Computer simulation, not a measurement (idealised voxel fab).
Process module, titled voxel capacitor over wiring
We display cut, a cross-section 165 nm in width whose square cells are each 5 nm.
In what follows, cross-sections appear as grids of square cells, described through bands that run from the top down, where every band is one or more rows of cells.
Read a band's entry like this: the first values are the height of its top and the height of its bottom in nm, and what follows is the sequence of materials from left to right, each with its width in nm. Note that "empty" is empty space, and that a single material marked "edge to edge" reaches across the band from edge to edge.
The reference from which all heights are counted is 0, the level beneath which the as-received wafer is entirely one material; the lowest band, having no lower bound, proceeds downward and is written after the example "top 0, no bottom".
With a width like "30 to 40", each row of cells in the band differs from the next by the same amount, the top row carrying the first number and the bottom row the second.
"no alterations made" for a step: no cell of the cross-section changed in that step.
In "Enclosed internal voids" the enclosed voids are listed, meaning empty spaces of 8 cells or larger without any opening to the top. The form is width x height at distance, distance from the left edge, units nm.
Text after the settings on a step's line: the simulator's own remark on that step.
"overlay nm" answers the question of how far to the right of plan the mask lay on a step that has a mask, and when it is negative the answer is to the left.

LIST OF PLANNED PROCESS STEPS
- 1: RECEIVE (material Si)
- 2: CONFORMAL_DEP (material SiO2; thk nm 15)
- 3: DIRECTIONAL_DEP (material TiN; thk nm 5)
- 4: DIRECTIONAL_DEP (material W; thk nm 15)
- 5: DIRECTIONAL_DEP (material aC; thk nm 10)
- 6: PATTERN (tone cover; mask id METAL_1; material resist; width nm 30; pitch nm 80; thk nm 25; overlay nm 0)
- 7: DIRECTIONAL_ETCH (etch materials aC; depth nm 10)
- 8: STRIP (etch materials resist)
- 9: DIRECTIONAL_ETCH (etch materials W; depth nm 15)
- 10: DIRECTIONAL_ETCH (etch materials TiN; depth nm 5)
- 11: STRIP (etch materials aC)
- 12: CONFORMAL_DEP (material SiCN; thk nm 5)
- 13: FILL_DEP (material lowk; thk nm 5)
- 14: CMP (height nm 35)
- 15: CONFORMAL_DEP (material SiCN; thk nm 5)
- 16: DIRECTIONAL_DEP (material SiO2; thk nm 15)
- 17: MASKED_ETCH (tone open; mask id PLUG_1; width nm 15; etch materials SiO2; depth nm 15; overlay nm 0)
- 18: MASKED_ETCH (tone open; mask id PLUG_1; width nm 15; etch materials SiCN; depth nm 5; overlay nm 0)
- 19: EPI (material Ru; thk nm 10)
- 20: EPI (material Ru; thk nm 10)
- 21: DIRECTIONAL_DEP (material TiN; thk nm 10)
- 22: DIRECTIONAL_DEP (material SiN; thk nm 5)
- 23: DIRECTIONAL_DEP (material TiN; thk nm 5)
- 24: PATTERN (tone cover; mask id UPPER_PLATE; material resist; width nm 55; thk nm 15; overlay nm 0)
- 25: DIRECTIONAL_ETCH (etch materials TiN; depth nm 5)
- 26: DIRECTIONAL_ETCH (etch materials SiN; depth nm 5)
- 27: STRIP (etch materials resist)
- 28: MASKED_ETCH (tone cover; mask id LOWER_PLATE; width nm 65; etch materials TiN; depth nm 10; overlay nm 0)
- 29: FILL_DEP (material SiO2; thk nm 15)
- 30: CMP (height nm 85)
- 31: MASKED_ETCH (tone open; mask id PLUG_2; width nm 15; etch materials SiO2; depth nm 10; overlay nm 0)
- 32: CONFORMAL_DEP (material TiN; thk nm 5)
- 33: FILL_DEP (material Cu; thk nm 5)
- 34: CMP (height nm 85)
- 35: CONFORMAL_DEP (material SiN; thk nm 5)

ACCOUNT OF THE FIRST OF TWO WAFERS, WHICH WAS PROCESSED AS INTENDED

CROSS-SECTIONAL VIEW OF THE WAFER IN ITS AS-RECEIVED CONDITION, CORRESPONDING TO THE STATE AFTER STEP 1
top 0, no bottom | Si edge to edge
Enclosed internal voids: none

AFTER STEP 2: WAFER CROSS-SECTION
top 15, bottom 0 | SiO2 edge to edge
Under 0: no change, same as before.

AFTER STEP 3: WAFER CROSS-SECTION
top 20, bottom 15 | TiN edge to edge
Under 15: no change, same as before.

AFTER STEP 4: WAFER CROSS-SECTION
top 35, bottom 20 | W edge to edge
Under 20: no change, same as before.

AFTER STEP 5: WAFER CROSS-SECTION
top 45, bottom 35 | aC edge to edge
Under 35: no change, same as before.

AFTER STEP 6: WAFER CROSS-SECTION
top 70, bottom 45 | empty: 25; resist: 30; empty: 50; resist: 30; empty: 30
Under 45: no change, same as before.

AFTER STEP 7: WAFER CROSS-SECTION
top 60, bottom 45 | empty: 25; resist: 30; empty: 50; resist: 30; empty: 30
top 45, bottom 35 | empty: 25; aC: 30; empty: 50; aC: 30; empty: 30
Under 35: no change, same as before.

AFTER STEP 8: WAFER CROSS-SECTION
top 45, bottom 35 | empty: 25; aC: 30; empty: 50; aC: 30; empty: 30
Under 35: no change, same as before.

AFTER STEP 9: WAFER CROSS-SECTION
top 45, bottom 35 | empty: 25; aC: 30; empty: 50; aC: 30; empty: 30
top 35, bottom 20 | empty: 25; W: 30; empty: 50; W: 30; empty: 30
Under 20: no change, same as before.

AFTER STEP 10: WAFER CROSS-SECTION
top 45, bottom 35 | empty: 25; aC: 30; empty: 50; aC: 30; empty: 30
top 35, bottom 20 | empty: 25; W: 30; empty: 50; W: 30; empty: 30
top 20, bottom 15 | empty: 25; TiN: 30; empty: 50; TiN: 30; empty: 30
Under 15: no change, same as before.

AFTER STEP 11: WAFER CROSS-SECTION
top 35, bottom 20 | empty: 25; W: 30; empty: 50; W: 30; empty: 30
Under 20: no change, same as before.

AFTER STEP 12: WAFER CROSS-SECTION
top 40, bottom 35 | empty: 20; SiCN: 40; empty: 40; SiCN: 40; empty: 25
top 35, bottom 20 | empty: 20; SiCN: 5; W: 30; SiCN: 5; empty: 40; SiCN: 5; W: 30; SiCN: 5; empty: 25
top 20, bottom 15 | SiCN: 25; TiN: 30; SiCN: 50; TiN: 30; SiCN: 30
Under 15: no change, same as before.

AFTER STEP 13: WAFER CROSS-SECTION
top 45, bottom 40 | lowk edge to edge
top 40, bottom 35 | lowk: 20; SiCN: 40; lowk: 40; SiCN: 40; lowk: 25
top 35, bottom 20 | lowk: 20; SiCN: 5; W: 30; SiCN: 5; lowk: 40; SiCN: 5; W: 30; SiCN: 5; lowk: 25
Under 20: no change, same as before.

AFTER STEP 14: WAFER CROSS-SECTION
top 35, bottom 20 | lowk: 20; SiCN: 5; W: 30; SiCN: 5; lowk: 40; SiCN: 5; W: 30; SiCN: 5; lowk: 25
Under 20: no change, same as before.

AFTER STEP 15: WAFER CROSS-SECTION
top 40, bottom 35 | SiCN edge to edge
Under 35: no change, same as before.

AFTER STEP 16: WAFER CROSS-SECTION
top 55, bottom 40 | SiO2 edge to edge
Under 40: no change, same as before.

AFTER STEP 17: WAFER CROSS-SECTION
top 55, bottom 40 | SiO2: 40; empty: 15; SiO2: 110
Under 40: no change, same as before.

AFTER STEP 18: WAFER CROSS-SECTION
top 55, bottom 40 | SiO2: 40; empty: 15; SiO2: 110
top 40, bottom 35 | SiCN: 40; empty: 15; SiCN: 110
Under 35: no change, same as before.

AFTER STEP 19: WAFER CROSS-SECTION
top 55, bottom 45 | SiO2: 40; empty: 15; SiO2: 110
top 45, bottom 40 | SiO2: 40; Ru: 15; SiO2: 110
top 40, bottom 35 | SiCN: 40; Ru: 15; SiCN: 110
Under 35: no change, same as before.

AFTER STEP 20: WAFER CROSS-SECTION
top 55, bottom 40 | SiO2: 40; Ru: 15; SiO2: 110
Under 40: no change, same as before.

AFTER STEP 21: WAFER CROSS-SECTION
top 65, bottom 55 | TiN edge to edge
Under 55: no change, same as before.

AFTER STEP 22: WAFER CROSS-SECTION
top 70, bottom 65 | SiN edge to edge
Under 65: no change, same as before.

AFTER STEP 23: WAFER CROSS-SECTION
top 75, bottom 70 | TiN edge to edge
Under 70: no change, same as before.

AFTER STEP 24: WAFER CROSS-SECTION
top 90, bottom 75 | empty: 40; resist: 55; empty: 70
Under 75: no change, same as before.

AFTER STEP 25: WAFER CROSS-SECTION
top 90, bottom 75 | empty: 40; resist: 55; empty: 70
top 75, bottom 70 | empty: 40; TiN: 55; empty: 70
Under 70: no change, same as before.

AFTER STEP 26: WAFER CROSS-SECTION
top 90, bottom 75 | empty: 40; resist: 55; empty: 70
top 75, bottom 70 | empty: 40; TiN: 55; empty: 70
top 70, bottom 65 | empty: 40; SiN: 55; empty: 70
Under 65: no change, same as before.

AFTER STEP 27: WAFER CROSS-SECTION
top 75, bottom 70 | empty: 40; TiN: 55; empty: 70
Under 70: no change, same as before.

AFTER STEP 28: WAFER CROSS-SECTION
top 75, bottom 70 | empty: 40; TiN: 55; empty: 70
top 70, bottom 65 | empty: 40; SiN: 55; empty: 70
top 65, bottom 55 | empty: 35; TiN: 65; empty: 65
Under 55: no change, same as before.

AFTER STEP 29: WAFER CROSS-SECTION
top 90, bottom 75 | SiO2 edge to edge
top 75, bottom 70 | SiO2: 40; TiN: 55; SiO2: 70
top 70, bottom 65 | SiO2: 40; SiN: 55; SiO2: 70
top 65, bottom 55 | SiO2: 35; TiN: 65; SiO2: 65
Under 55: no change, same as before.

AFTER STEP 30: WAFER CROSS-SECTION
top 85, bottom 75 | SiO2 edge to edge
Under 75: no change, same as before.

AFTER STEP 31: WAFER CROSS-SECTION
top 85, bottom 75 | SiO2: 50; empty: 15; SiO2: 100
Under 75: no change, same as before.

AFTER STEP 32: WAFER CROSS-SECTION
top 90, bottom 85 | TiN: 55; empty: 5; TiN: 105
top 85, bottom 80 | SiO2: 50; TiN: 5; empty: 5; TiN: 5; SiO2: 100
top 80, bottom 70 | SiO2: 50 to 40; TiN: 15 to 55; SiO2: 100 to 70
Under 70: no change, same as before.

AFTER STEP 33: WAFER CROSS-SECTION
top 95, bottom 90 | Cu edge to edge
top 90, bottom 85 | TiN: 55; Cu: 5; TiN: 105
top 85, bottom 80 | SiO2: 50; TiN: 5; Cu: 5; TiN: 5; SiO2: 100
Under 80: no change, same as before.

AFTER STEP 34: WAFER CROSS-SECTION
top 85, bottom 80 | SiO2: 50; TiN: 5; Cu: 5; TiN: 5; SiO2: 100
Under 80: no change, same as before.

AFTER STEP 35: WAFER CROSS-SECTION
top 90, bottom 85 | SiN edge to edge
Under 85: no change, same as before.

THE REMAINING WAFER, SECOND OF THE TWO, STARTED LIKE THE FIRST AND WAS RUN TO THE SAME PLAN, EXCEPT THAT ONE MISTAKE WAS MADE ALONG THE WAY; THE TWO COINCIDE THROUGH STEP 3, INCLUSIVE

SECOND WAFER, SECTION VIEW, TIME POINT: SCHEDULED END OF STEP 4
top 35, bottom 20 | Cu edge to edge
Under 20: no change, same as before.

SECOND WAFER, SECTION VIEW, TIME POINT: SCHEDULED END OF STEP 5
top 45, bottom 35 | aC edge to edge
Under 35: no change, same as before.

SECOND WAFER, SECTION VIEW, TIME POINT: SCHEDULED END OF STEP 6
top 70, bottom 45 | empty: 25; resist: 30; empty: 50; resist: 30; empty: 30
Under 45: no change, same as before.

SECOND WAFER, SECTION VIEW, TIME POINT: SCHEDULED END OF STEP 7
top 60, bottom 45 | empty: 25; resist: 30; empty: 50; resist: 30; empty: 30
top 45, bottom 35 | empty: 25; aC: 30; empty: 50; aC: 30; empty: 30
Under 35: no change, same as before.

SECOND WAFER, SECTION VIEW, TIME POINT: SCHEDULED END OF STEP 8
top 45, bottom 35 | empty: 25; aC: 30; empty: 50; aC: 30; empty: 30
Under 35: no change, same as before.

Second wafer, section view, time point: scheduled end of step 9: no alterations made

Second wafer, section view, time point: scheduled end of step 10: no alterations made

SECOND WAFER, SECTION VIEW, TIME POINT: SCHEDULED END OF STEP 11
top 35, bottom 20 | Cu edge to edge
Under 20: no change, same as before.

SECOND WAFER, SECTION VIEW, TIME POINT: SCHEDULED END OF STEP 12
top 40, bottom 35 | SiCN edge to edge
Under 35: no change, same as before.

SECOND WAFER, SECTION VIEW, TIME POINT: SCHEDULED END OF STEP 13
top 45, bottom 40 | lowk edge to edge
Under 40: no change, same as before.

SECOND WAFER, SECTION VIEW, TIME POINT: SCHEDULED END OF STEP 14
top 35, bottom 20 | Cu edge to edge
Under 20: no change, same as before.

SECOND WAFER, SECTION VIEW, TIME POINT: SCHEDULED END OF STEP 15
top 40, bottom 35 | SiCN edge to edge
Under 35: no change, same as before.

SECOND WAFER, SECTION VIEW, TIME POINT: SCHEDULED END OF STEP 16
top 55, bottom 40 | SiO2 edge to edge
Under 40: no change, same as before.

SECOND WAFER, SECTION VIEW, TIME POINT: SCHEDULED END OF STEP 17
top 55, bottom 40 | SiO2: 40; empty: 15; SiO2: 110
Under 40: no change, same as before.

SECOND WAFER, SECTION VIEW, TIME POINT: SCHEDULED END OF STEP 18
top 55, bottom 40 | SiO2: 40; empty: 15; SiO2: 110
top 40, bottom 35 | SiCN: 40; empty: 15; SiCN: 110
Under 35: no change, same as before.

SECOND WAFER, SECTION VIEW, TIME POINT: SCHEDULED END OF STEP 19
top 55, bottom 45 | SiO2: 40; empty: 15; SiO2: 110
top 45, bottom 40 | SiO2: 40; Ru: 15; SiO2: 110
top 40, bottom 35 | SiCN: 40; Ru: 15; SiCN: 110
Under 35: no change, same as before.

SECOND WAFER, SECTION VIEW, TIME POINT: SCHEDULED END OF STEP 20
top 55, bottom 40 | SiO2: 40; Ru: 15; SiO2: 110
Under 40: no change, same as before.

SECOND WAFER, SECTION VIEW, TIME POINT: SCHEDULED END OF STEP 21
top 65, bottom 55 | TiN edge to edge
Under 55: no change, same as before.

SECOND WAFER, SECTION VIEW, TIME POINT: SCHEDULED END OF STEP 22
top 70, bottom 65 | SiN edge to edge
Under 65: no change, same as before.

SECOND WAFER, SECTION VIEW, TIME POINT: SCHEDULED END OF STEP 23
top 75, bottom 70 | TiN edge to edge
Under 70: no change, same as before.

SECOND WAFER, SECTION VIEW, TIME POINT: SCHEDULED END OF STEP 24
top 90, bottom 75 | empty: 40; resist: 55; empty: 70
Under 75: no change, same as before.

SECOND WAFER, SECTION VIEW, TIME POINT: SCHEDULED END OF STEP 25
top 90, bottom 75 | empty: 40; resist: 55; empty: 70
top 75, bottom 70 | empty: 40; TiN: 55; empty: 70
Under 70: no change, same as before.

SECOND WAFER, SECTION VIEW, TIME POINT: SCHEDULED END OF STEP 26
top 90, bottom 75 | empty: 40; resist: 55; empty: 70
top 75, bottom 70 | empty: 40; TiN: 55; empty: 70
top 70, bottom 65 | empty: 40; SiN: 55; empty: 70
Under 65: no change, same as before.

SECOND WAFER, SECTION VIEW, TIME POINT: SCHEDULED END OF STEP 27
top 75, bottom 70 | empty: 40; TiN: 55; empty: 70
Under 70: no change, same as before.

SECOND WAFER, SECTION VIEW, TIME POINT: SCHEDULED END OF STEP 28
top 75, bottom 70 | empty: 40; TiN: 55; empty: 70
top 70, bottom 65 | empty: 40; SiN: 55; empty: 70
top 65, bottom 55 | empty: 35; TiN: 65; empty: 65
Under 55: no change, same as before.

SECOND WAFER, SECTION VIEW, TIME POINT: SCHEDULED END OF STEP 29
top 90, bottom 75 | SiO2 edge to edge
top 75, bottom 70 | SiO2: 40; TiN: 55; SiO2: 70
top 70, bottom 65 | SiO2: 40; SiN: 55; SiO2: 70
top 65, bottom 55 | SiO2: 35; TiN: 65; SiO2: 65
Under 55: no change, same as before.

SECOND WAFER, SECTION VIEW, TIME POINT: SCHEDULED END OF STEP 30
top 85, bottom 75 | SiO2 edge to edge
Under 75: no change, same as before.

SECOND WAFER, SECTION VIEW, TIME POINT: SCHEDULED END OF STEP 31
top 85, bottom 75 | SiO2: 50; empty: 15; SiO2: 100
Under 75: no change, same as before.

SECOND WAFER, SECTION VIEW, TIME POINT: SCHEDULED END OF STEP 32
top 90, bottom 85 | TiN: 55; empty: 5; TiN: 105
top 85, bottom 80 | SiO2: 50; TiN: 5; empty: 5; TiN: 5; SiO2: 100
top 80, bottom 70 | SiO2: 50 to 40; TiN: 15 to 55; SiO2: 100 to 70
Under 70: no change, same as before.

SECOND WAFER, SECTION VIEW, TIME POINT: SCHEDULED END OF STEP 33
top 95, bottom 90 | Cu edge to edge
top 90, bottom 85 | TiN: 55; Cu: 5; TiN: 105
top 85, bottom 80 | SiO2: 50; TiN: 5; Cu: 5; TiN: 5; SiO2: 100
Under 80: no change, same as before.

SECOND WAFER, SECTION VIEW, TIME POINT: SCHEDULED END OF STEP 34
top 85, bottom 80 | SiO2: 50; TiN: 5; Cu: 5; TiN: 5; SiO2: 100
Under 80: no change, same as before.

SECOND WAFER, SECTION VIEW, TIME POINT: SCHEDULED END OF STEP 35
top 90, bottom 85 | SiN edge to edge
Under 85: no change, same as before.
Deviation noted in wafer processing: step 4 did not happen as planned, as run it was DIRECTIONAL_DEP (material Cu; thk nm 15)
Count the cells at the end and the second wafer has more or fewer of some materials than the first: +99 Cu | -33 SiCN | +21 TiN | -36 W | -51 lowk
